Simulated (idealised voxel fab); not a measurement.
A process module follows: voxel transistor to metal.
Xsec cut, 285 nm wide, square cell size 5 nm.
How to read a cross-section here: the picture is a grid of square cells, written as bands going from the top down, and any band can span one or more rows of cells.
Within each band entry, the heights of the top and of the bottom of the band appear first, in that order and in nm; the materials of the band then follow from left to right, each with its corresponding width in nm. The designation "edge to edge" on a single material indicates that it fills the band from edge to edge; the designation "blank" indicates empty space.
It should be noted that heights are counted from 0, beneath which the wafer as supplied is of one material throughout, and that the lowest band possesses no lower boundary but continues downward, as written in "0 and below".
The width entry "30..40" should be interpreted row by row: the top row of cells in the band takes the first number, the bottom row takes the second number, and the change between adjacent rows is uniform throughout.
Step marked "no change occurred"? Then no cell in the cross-section changed in it.
Under "Cavities, sealed" you'll find the enclosed gaps, the ones with no way out to the top, that are 8 cells or bigger; each reads width x height at distance, with distance counted from the left edge, everything in nm.
Heads up: the bit after the settings on a step's line is the simulator's remark on that step.
For masked steps, "overlay nm" on the step line gives how far right of plan the mask actually lay; a minus sign means it lay to the left.

Steps in the process plan:
1 RECEIVE | material Si
2 CONFORMAL_DEP | material SiO2 | thk nm 5
3 CONFORMAL_DEP | material SiN | thk nm 10
4 PATTERN | tone cover | mask id ACTIVE | material resist | width nm 100 | pitch nm 135 | thk nm 20 | overlay nm 0
5 DIRECTIONAL_ETCH | etch materials SiN | depth nm 10
6 DIRECTIONAL_ETCH | etch materials SiO2 | depth nm 5
7 DIRECTIONAL_ETCH | etch materials Si | depth nm 25
8 STRIP | etch materials resist
9 FILL_DEP | material SiO2 | thk nm 5
10 CMP | height nm 15
11 SELECTIVE_ETCH | etch materials SiO2 | depth nm 5
12 STRIP | etch materials SiN
13 SELECTIVE_ETCH | etch materials SiO2 | depth nm 5
14 OXIDIZE | depth nm 5
15 DIRECTIONAL_DEP | material polySi | thk nm 30
16 DIRECTIONAL_DEP | material SiCN | thk nm 10
17 MASKED_ETCH | tone cover | mask id GATE | width nm 20 | pitch nm 135 | etch materials SiCN | depth nm 20 | overlay nm 0
18 MASKED_ETCH | tone cover | mask id GATE | width nm 20 | pitch nm 135 | etch materials polySi | depth nm 40 | overlay nm 0
19 CONFORMAL_DEP | material SiO2 | thk nm 5
20 DIRECTIONAL_ETCH | etch materials SiO2 | depth nm 5
21 CONFORMAL_DEP | material SiN | thk nm 10
22 DIRECTIONAL_ETCH | etch materials SiN | depth nm 10
23 DIRECTIONAL_ETCH | etch materials SiO2 | depth nm 5
24 EPI | material SiGe | thk nm 5
25 FILL_DEP | material SiO2 | thk nm 5
26 CMP | height nm 40
27 DIRECTIONAL_DEP | material SiO2 | thk nm 15
28 PATTERN | tone open | mask id CONTACT | material resist | width nm 30 | thk nm 20 | overlay nm 0
29 DIRECTIONAL_ETCH | etch materials SiO2 | depth nm 55
30 STRIP | etch materials resist
31 CONFORMAL_DEP | material TiN | thk nm 5
32 FILL_DEP | material W | thk nm 5
33 CMP | height nm 55
34 DIRECTIONAL_DEP | material TiN | thk nm 5
35 DIRECTIONAL_DEP | material Ru | thk nm 25
36 PATTERN | tone cover | mask id METAL_1 | material resist | width nm 20 | thk nm 15 | overlay nm 0
37 DIRECTIONAL_ETCH | etch materials Ru | depth nm 25
38 DIRECTIONAL_ETCH | etch materials TiN | depth nm 5
39 STRIP | etch materials resist
40 FILL_DEP | material SiO2 | thk nm 5
41 CMP | height nm 85
42 CONFORMAL_DEP | material SiCN | thk nm 5
Same starting wafers, different width nm at step 4. Plan value belongs to the first wafer.

Cross-section of the first of several received wafers, showing its state after step 1:
    0 and below: Si edge to edge
    Cavities, sealed: none

The rows of the table below are wafers. Looking at the end of the module, a row counts, for every material, the cells the wafer has gained, shown as (+), or lost, shown as (-), since it was received; its closed voids come next:
width nm 100 | +80 Ru | -125 Si | +73 SiCN | +12 SiGe | +72 SiN | +654 SiO2 | +120 TiN | +92 W | +48 polySi | Cavities, sealed: none
width nm 105 | +80 Ru | -117 Si | +73 SiCN | +14 SiGe | +72 SiN | +642 SiO2 | +120 TiN | +94 W | +48 polySi | Cavities, sealed: none
width nm 110 | +80 Ru | -109 Si | +73 SiCN | +16 SiGe | +72 SiN | +630 SiO2 | +120 TiN | +96 W | +48 polySi | Cavities, sealed: none
width nm 115 | +80 Ru | -101 Si | +73 SiCN | +18 SiGe | +72 SiN | +620 SiO2 | +120 TiN | +96 W | +48 polySi | Cavities, sealed: none
width nm 120 | +80 Ru | -93 Si | +73 SiCN | +20 SiGe | +72 SiN | +610 SiO2 | +120 TiN | +96 W | +48 polySi | Cavities, sealed: none
